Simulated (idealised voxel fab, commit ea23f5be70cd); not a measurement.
Process module, titled voxel capacitor over wiring
Shown is cross-section cut, with a width of 260 nm and square cells of size 5 nm.
Format of a cross-section: grid, square cells. Given as bands. Order: top down. Band: one or more rows of cells. What a band's entry tells you: where the top is and where the bottom is, as heights in nm, and after that what lies inside, material by material from left to right, each with its width in nm. Empty space is written as the word "empty", and a single material marked with the word "everywhere" occupies the band from edge to edge. Note: height 0 marks the level under which the wafer is uniformly one material as received. Lowest band unbounded below, written "top 0, no bottom". A width given as "30 to 40" starts at the first number in the band's top row and ends at the second number in its bottom row, shifting by an equal amount at every step from row to row. "identical to before" after a step means that no cell of the cross-section changed. The entry "Entrapped void list" lists the empty spaces that cover at least 8 cells and have no open path to the top. Each is written as width x height at distance, where the distance is measured from the left edge and all three values are in nm. Formally, on a step line, whatever follows the settings is a remark that the simulator itself makes on the step. The line of a step may include "overlay nm". On a step with a mask, this value is how far to the right of its planned place the mask lay. A negative value means the mask lay to the left.

List of planned process steps:
1,RECEIVE | material Si
2,CONFORMAL_DEP | material SiO2 | thk nm 10
3,DIRECTIONAL_DEP | material TiN | thk nm 5
4,DIRECTIONAL_DEP | material W | thk nm 15
5,MASKED_ETCH | tone cover | mask id METAL_1 | width nm 30 | pitch nm 100 | etch materials W | depth nm 15 | overlay nm 0
6,MASKED_ETCH | tone cover | mask id METAL_1 | width nm 30 | pitch nm 100 | etch materials TiN | depth nm 5 | overlay nm 0
7,CONFORMAL_DEP | material SiN | thk nm 5
8,FILL_DEP | material lowk | thk nm 10
9,CMP | height nm 30
10,CONFORMAL_DEP | material SiCN | thk nm 5
11,DIRECTIONAL_DEP | material lowk | thk nm 15
12,MASKED_ETCH | tone open | mask id PLUG_1 | width nm 15 | etch materials lowk | depth nm 15 | overlay nm 0
13,MASKED_ETCH | tone open | mask id PLUG_1 | width nm 15 | etch materials SiCN | depth nm 5 | overlay nm 0
14,EPI | material Ru | thk nm 10
15,EPI | material Ru | thk nm 10
16,DIRECTIONAL_DEP | material TiN | thk nm 5
17,DIRECTIONAL_DEP | material HfO2 | thk nm 5
18,DIRECTIONAL_DEP | material TiN | thk nm 10
19,DIRECTIONAL_DEP | material aC | thk nm 15
20,PATTERN | tone cover | mask id UPPER_PLATE | material resist | width nm 75 | thk nm 35 | overlay nm 0
21,DIRECTIONAL_ETCH | etch materials aC | depth nm 15
22,STRIP | etch materials resist
23,DIRECTIONAL_ETCH | etch materials TiN | depth nm 10
24,DIRECTIONAL_ETCH | etch materials HfO2 | depth nm 5
25,STRIP | etch materials aC
26,DIRECTIONAL_DEP | material aC | thk nm 15
27,PATTERN | tone cover | mask id LOWER_PLATE | material resist | width nm 85 | thk nm 30 | overlay nm 0
28,DIRECTIONAL_ETCH | etch materials aC | depth nm 15
29,STRIP | etch materials resist
30,DIRECTIONAL_ETCH | etch materials TiN | depth nm 5
31,STRIP | etch materials aC
32,FILL_DEP | material SiO2 | thk nm 15
33,CMP | height nm 80
34,DIRECTIONAL_DEP | material aC | thk nm 10
35,PATTERN | tone open | mask id PLUG_2 | material resist | width nm 15 | thk nm 25 | overlay nm 0
36,DIRECTIONAL_ETCH | etch materials aC | depth nm 10
37,STRIP | etch materials resist
38,DIRECTIONAL_ETCH | etch materials SiO2 | depth nm 10
39,STRIP | etch materials aC
40,CONFORMAL_DEP | material TiN | thk nm 5
41,FILL_DEP | material Cu | thk nm 5
42,CMP | height nm 80
43,CONFORMAL_DEP | material SiN | thk nm 5

Wafer cross-section on receipt, i.e. after step 1:
	top 0, no bottom  Si everywhere
	Entrapped void list: none

First of two wafers: cross-section at end of module, run per plan:
	top 85, bottom 80  SiN everywhere
	top 80, bottom 75  SiO2 90, then TiN 5, then Cu 5, then TiN 5, then SiO2 155
	top 75, bottom 70  SiO2 90, then TiN 15, then SiO2 155
	top 70, bottom 60  SiO2 80, then TiN 75, then SiO2 105
	top 60, bottom 55  SiO2 80, then HfO2 75, then SiO2 105
	top 55, bottom 50  SiO2 75, then TiN 85, then SiO2 100
	top 50, bottom 35  lowk 80, then Ru 15, then lowk 165
	top 35, bottom 30  SiCN 80, then Ru 15, then SiCN 165
	top 30, bottom 15  lowk 60, then SiN 5, then W 30, then SiN 5, then lowk 60, then SiN 5, then W 30, then SiN 5, then lowk 60
	top 15, bottom 10  SiN 65, then TiN 30, then SiN 70, then TiN 30, then SiN 65
	top 10, bottom 0  SiO2 everywhere
	top 0, no bottom  Si everywhere
	Entrapped void list: none

Cross-section at end of module for the second wafer of two, which matched the first in starting point and plan and differed by one mistake in its processing:
	top 85, bottom 80  SiN everywhere
	top 80, bottom 75  SiO2 90, then TiN 5, then Cu 5, then TiN 5, then SiO2 155
	top 75, bottom 70  SiO2 90, then TiN 15, then SiO2 155
	top 70, bottom 60  SiO2 80, then TiN 75, then SiO2 105
	top 60, bottom 55  SiO2 80, then HfO2 75, then SiO2 105
	top 55, bottom 50  SiO2 75, then TiN 85, then SiO2 100
	top 50, bottom 35  lowk 80, then Ru 15, then lowk 165
	top 35, bottom 30  SiCN 80, then Ru 10, then SiCN 170
	top 30, bottom 15  lowk 60, then SiN 5, then W 30, then SiN 5, then lowk 60, then SiN 5, then W 30, then SiN 5, then lowk 60
	top 15, bottom 10  SiN 65, then TiN 30, then SiN 70, then TiN 30, then SiN 65
	top 10, bottom 0  SiO2 everywhere
	top 0, no bottom  Si everywhere
	Entrapped void list: none
Which mistake was made when the wafer was run? so step 13 ended up running with a different setting than we planned, it ran as MASKED_ETCH | tone open | mask id PLUG_1 | width nm 15 | etch materials SiCN | depth nm 5 | overlay nm -5
Count the cells at the end and the second wafer has more or fewer of some materials than the first: Ru: 1 fewer; SiCN: 1 more
